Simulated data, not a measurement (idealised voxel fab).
Documented hereafter: the process module known as voxel fin reveal.
FYI the section here is cut, 165 nm wide, cells are 5 nm squares.
The cross-sections in this document take the form of a grid made of square cells. They are written out as bands, in order from top to bottom. Each band consists of one or more rows of cells. Quick guide to a band line: top height, bottom height (nm) up front; then every material left to right with its width in nm. Only one material and it's marked "full width"? Then it fills the band edge to edge. And "empty" just means empty space. Heights are expressed relative to 0, this being the level below which the as-received wafer comprises one material exclusively. The lowest band is unbounded in the downward direction and is denoted as in "0 -> down". It should be noted that a width expressed as "30->40" varies in equal increments from row to row of cells within the band, taking the value of the first number at the top row and that of the second number at the bottom row. Key: "remained the same" - step with no changed cell in the cross-section. "Closed voids list": empty spaces of 8 cells or more with no open way to the top, each given as width x height at distance, distance from the left edge, all in nm. Note: text after step settings on the step line = simulator remark on that step. If you see "overlay nm" on a step's line and that step has a mask, it's telling you how far right of where it was planned the mask ended up; a negative number means it went left instead.
**Steps planned for the process**
1: RECEIVE [material Si]
2: CONFORMAL_DEP [material SiN] [thk nm 10]
3: DIRECTIONAL_DEP [material aC] [thk nm 10]
4: PATTERN [tone cover] [mask id FINS] [material resist] [width nm 15] [pitch nm 40] [thk nm 25] [overlay nm 0]
5: DIRECTIONAL_ETCH [etch materials aC] [depth nm 10]
6: STRIP [etch materials resist]
7: DIRECTIONAL_ETCH [etch materials SiN] [depth nm 10]
8: DIRECTIONAL_ETCH [etch materials Si] [depth nm 35]
9: STRIP [etch materials aC]
10: OXIDIZE [depth nm 5]
11: FILL_DEP [material SiO2] [thk nm 10]
12: CMP [height nm 10]
13: SELECTIVE_ETCH [etch materials SiO2] [depth nm 35]
14: STRIP [etch materials SiN]
15: CONFORMAL_DEP [material HfO2] [thk nm 5]
**Wafer cross-section on receipt, i.e. after step 1**
* 0 -> down | Si full width
* Closed voids list: none
**Cross-section, first of two wafers, end of module, run as planned**
* 5 -> 0 | empty: 15; HfO2: 15; empty: 25; HfO2: 15; empty: 25; HfO2: 15; empty: 25; HfO2: 15; empty: 15
* 0 -> -20 | empty: 15; HfO2: 5; Si: 5; HfO2: 5; empty: 25; HfO2: 5; Si: 5; HfO2: 5; empty: 25; HfO2: 5; Si: 5; HfO2: 5; empty: 25; HfO2: 5; Si: 5; HfO2: 5; empty: 15
* -20 -> -25 | HfO2: 20; Si: 5; HfO2: 35; Si: 5; HfO2: 35; Si: 5; HfO2: 35; Si: 5; HfO2: 20
* -25 -> -40 | SiO2: 20; Si: 5; SiO2: 35; Si: 5; SiO2: 35; Si: 5; SiO2: 35; Si: 5; SiO2: 20
* -40 -> down | Si full width
* Closed voids list: none
**Here's the second of our two wafers sectioned at module end. Same start as the first, same plan, but one mistake got made running it**
* 5 -> 0 | empty: 15; HfO2: 15; empty: 25; HfO2: 15; empty: 25; HfO2: 15; empty: 25; HfO2: 15; empty: 15
* 0 -> -20 | empty: 15; HfO2: 5; Si: 5; HfO2: 5; empty: 25; HfO2: 5; Si: 5; HfO2: 5; empty: 25; HfO2: 5; Si: 5; HfO2: 5; empty: 25; HfO2: 5; Si: 5; HfO2: 5; empty: 15
* -20 -> -25 | HfO2: 20; Si: 5; HfO2: 35; Si: 5; HfO2: 35; Si: 5; HfO2: 35; Si: 5; HfO2: 20
* -25 -> -45 | SiO2: 20; Si: 5; SiO2: 35; Si: 5; SiO2: 35; Si: 5; SiO2: 35; Si: 5; SiO2: 20
* -45 -> down | Si full width
* Closed voids list: none
Error vs. plan: step 8 off recipe, ran as DIRECTIONAL_ETCH [etch materials Si] [depth nm 40]
Materials where the second wafer ends with more or fewer cells than the first: -29 Si, +29 SiO2
